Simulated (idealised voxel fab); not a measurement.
The document below concerns the process module designated voxel ribs on slabs.
Square cell edge 5 nm, section width 285 nm, ID cut.
For the purposes of this document, a cross-section shall be understood as a grid of square cells, specified as bands listed in top-to-bottom order, each band consisting of one or more rows of cells. Top, bottom (nm), then materials left to right with widths (nm); lone material tagged "edge to edge" fills the whole band edge to edge; "air" = empty space. Height 0 is the level under which the wafer as received is all one material. The lowest band goes on downwards, as in "top 0, no bottom". Width "30->40": first value at the band's top row of cells, second value at its bottom row, equal change from row to row. It should be understood that the words "everything unchanged", when stated for a given step, signify that the cross-section underwent no change in any of its cells during that step. You'll see "Sealed voids" listing empty spaces that have no way open to the top, as long as they're 8 cells or more; the notation is width x height at distance, where the distance is from the left edge, and all of it is in nm. That trailing text on a step's line, after the settings, is the simulator's own remark on the step. Each step line may optionally specify "overlay nm", which for a step with a mask gives the rightward distance between the mask's planned place and where it lay, a negative value indicating the leftward direction.

-- The process steps that were planned are listed below
| 1 | RECEIVE with material Si |
| 2 | DIRECTIONAL_DEP with material SiO2, thk nm 20 |
| 3 | DIRECTIONAL_DEP with material polySi, thk nm 15 |
| 4 | MASKED_ETCH with tone cover, mask id RIB, width nm 20, etch materials polySi, depth nm 5, overlay nm 0 |
| 5 | DIRECTIONAL_DEP with material aC, thk nm 10 |
| 6 | PATTERN with tone cover, mask id SLAB, material resist, width nm 50, thk nm 25, overlay nm 0 |
| 7 | DIRECTIONAL_ETCH with etch materials aC, depth nm 10 |
| 8 | STRIP with etch materials resist |
| 9 | DIRECTIONAL_ETCH with etch materials polySi, depth nm 10 |
| 10 | STRIP with etch materials aC |
| 11 | FILL_DEP with material SiO2, thk nm 20 |
| 12 | CMP with height nm 45 |
| 13 | DIRECTIONAL_DEP with material TiN, thk nm 5 |
| 14 | PATTERN with tone cover, mask id HEATER, material resist, width nm 30, thk nm 20, overlay nm 0 |
| 15 | DIRECTIONAL_ETCH with etch materials TiN, depth nm 5 |
| 16 | STRIP with etch materials resist |
| 17 | CONFORMAL_DEP with material SiO2, thk nm 10 |

-- Concerning the first of two wafers, which was run in accordance with the plan

-- So this is the incoming wafer in cross-section - it's already been through step 1
top 0, no bottom  Si edge to edge
Sealed voids: none

-- Upon completion of step 2, the wafer appears in cross-section as shown
top 20, bottom 0  SiO2 edge to edge
Everything under 0 stays put, no change at all.

-- Upon completion of step 3, the wafer appears in cross-section as shown
top 35, bottom 20  polySi edge to edge
Everything under 20 stays put, no change at all.

-- Upon completion of step 4, the wafer appears in cross-section as shown
top 35, bottom 30  130 of air | 20 of polySi | 135 of air
Everything under 30 stays put, no change at all.

-- Upon completion of step 5, the wafer appears in cross-section as shown
top 45, bottom 40  130 of air | 20 of aC | 135 of air
top 40, bottom 35  aC edge to edge
top 35, bottom 30  130 of aC | 20 of polySi | 135 of aC
Everything under 30 stays put, no change at all.

-- Upon completion of step 6, the wafer appears in cross-section as shown
top 70, bottom 45  115 of air | 50 of resist | 120 of air
top 45, bottom 40  115 of air | 15 of resist | 20 of aC | 15 of resist | 120 of air
Everything under 40 stays put, no change at all.

-- Upon completion of step 7, the wafer appears in cross-section as shown
top 60, bottom 45  115 of air | 50 of resist | 120 of air
top 45, bottom 40  115 of air | 15 of resist | 20 of aC | 15 of resist | 120 of air
top 40, bottom 35  115 of air | 50 of aC | 120 of air
top 35, bottom 30  115 of air | 15 of aC | 20 of polySi | 15 of aC | 120 of air
Everything under 30 stays put, no change at all.

-- Upon completion of step 8, the wafer appears in cross-section as shown
top 45, bottom 35  130->115 of air | 20->50 of aC | 135->120 of air
Everything under 35 stays put, no change at all.

-- Upon completion of step 9, the wafer appears in cross-section as shown
top 45, bottom 35  130->115 of air | 20->50 of aC | 135->120 of air
top 35, bottom 30  115 of air | 15 of aC | 20 of polySi | 15 of aC | 120 of air
top 30, bottom 20  115 of air | 50 of polySi | 120 of air
Everything under 20 stays put, no change at all.

-- Upon completion of step 10, the wafer appears in cross-section as shown
top 35, bottom 30  130 of air | 20 of polySi | 135 of air
Everything under 30 stays put, no change at all.

-- Upon completion of step 11, the wafer appears in cross-section as shown
top 55, bottom 35  SiO2 edge to edge
top 35, bottom 30  130 of SiO2 | 20 of polySi | 135 of SiO2
top 30, bottom 20  115 of SiO2 | 50 of polySi | 120 of SiO2
Everything under 20 stays put, no change at all.

-- Upon completion of step 12, the wafer appears in cross-section as shown
top 45, bottom 35  SiO2 edge to edge
Everything under 35 stays put, no change at all.

-- Upon completion of step 13, the wafer appears in cross-section as shown
top 50, bottom 45  TiN edge to edge
Everything under 45 stays put, no change at all.

-- Upon completion of step 14, the wafer appears in cross-section as shown
top 70, bottom 50  125 of air | 30 of resist | 130 of air
Everything under 50 stays put, no change at all.

-- Upon completion of step 15, the wafer appears in cross-section as shown
top 70, bottom 50  125 of air | 30 of resist | 130 of air
top 50, bottom 45  125 of air | 30 of TiN | 130 of air
Everything under 45 stays put, no change at all.

-- Upon completion of step 16, the wafer appears in cross-section as shown
top 50, bottom 45  125 of air | 30 of TiN | 130 of air
Everything under 45 stays put, no change at all.

-- Upon completion of step 17, the wafer appears in cross-section as shown
top 60, bottom 55  115 of air | 50 of SiO2 | 120 of air
top 55, bottom 50  SiO2 edge to edge
top 50, bottom 45  125 of SiO2 | 30 of TiN | 130 of SiO2
Everything under 45 stays put, no change at all.

-- For the second wafer, take the first wafer's start and plan, then add one mistake made in running it; everything through step 1, that step included, is shared with the first

-- Planned end of step 2: second wafer, cross-section
top 40, bottom 0  SiO2 edge to edge
Everything under 0 stays put, no change at all.

-- Planned end of step 3: second wafer, cross-section
top 55, bottom 40  polySi edge to edge
Everything under 40 stays put, no change at all.

-- Planned end of step 4: second wafer, cross-section
top 55, bottom 50  130 of air | 20 of polySi | 135 of air
Everything under 50 stays put, no change at all.

-- Planned end of step 5: second wafer, cross-section
top 65, bottom 60  130 of air | 20 of aC | 135 of air
top 60, bottom 55  aC edge to edge
top 55, bottom 50  130 of aC | 20 of polySi | 135 of aC
Everything under 50 stays put, no change at all.

-- Planned end of step 6: second wafer, cross-section
top 90, bottom 65  115 of air | 50 of resist | 120 of air
top 65, bottom 60  115 of air | 15 of resist | 20 of aC | 15 of resist | 120 of air
Everything under 60 stays put, no change at all.

-- Planned end of step 7: second wafer, cross-section
top 80, bottom 65  115 of air | 50 of resist | 120 of air
top 65, bottom 60  115 of air | 15 of resist | 20 of aC | 15 of resist | 120 of air
top 60, bottom 55  115 of air | 50 of aC | 120 of air
top 55, bottom 50  115 of air | 15 of aC | 20 of polySi | 15 of aC | 120 of air
Everything under 50 stays put, no change at all.

-- Planned end of step 8: second wafer, cross-section
top 65, bottom 55  130->115 of air | 20->50 of aC | 135->120 of air
Everything under 55 stays put, no change at all.

-- Planned end of step 9: second wafer, cross-section
top 65, bottom 55  130->115 of air | 20->50 of aC | 135->120 of air
top 55, bottom 50  115 of air | 15 of aC | 20 of polySi | 15 of aC | 120 of air
top 50, bottom 40  115 of air | 50 of polySi | 120 of air
Everything under 40 stays put, no change at all.

-- Planned end of step 10: second wafer, cross-section
top 55, bottom 50  130 of air | 20 of polySi | 135 of air
Everything under 50 stays put, no change at all.

-- Planned end of step 11: second wafer, cross-section
top 75, bottom 55  SiO2 edge to edge
top 55, bottom 50  130 of SiO2 | 20 of polySi | 135 of SiO2
top 50, bottom 40  115 of SiO2 | 50 of polySi | 120 of SiO2
Everything under 40 stays put, no change at all.

-- Planned end of step 12: second wafer, cross-section
top 45, bottom 40  115 of SiO2 | 50 of polySi | 120 of SiO2
Everything under 40 stays put, no change at all.

-- Planned end of step 13: second wafer, cross-section
top 50, bottom 45  TiN edge to edge
Everything under 45 stays put, no change at all.

-- Planned end of step 14: second wafer, cross-section
top 70, bottom 50  125 of air | 30 of resist | 130 of air
Everything under 50 stays put, no change at all.

-- Planned end of step 15: second wafer, cross-section
top 70, bottom 50  125 of air | 30 of resist | 130 of air
top 50, bottom 45  125 of air | 30 of TiN | 130 of air
Everything under 45 stays put, no change at all.

-- Planned end of step 16: second wafer, cross-section
top 50, bottom 45  125 of air | 30 of TiN | 130 of air
Everything under 45 stays put, no change at all.

-- Planned end of step 17: second wafer, cross-section
top 60, bottom 55  115 of air | 50 of SiO2 | 120 of air
top 55, bottom 50  SiO2 edge to edge
top 50, bottom 45  125 of SiO2 | 30 of TiN | 130 of SiO2
Everything under 45 stays put, no change at all.
What went wrong in running the wafer? in the plan, step 2 was performed twice
Materials where the second wafer ends with more or fewer cells than the first: +14 SiO2, -14 polySi
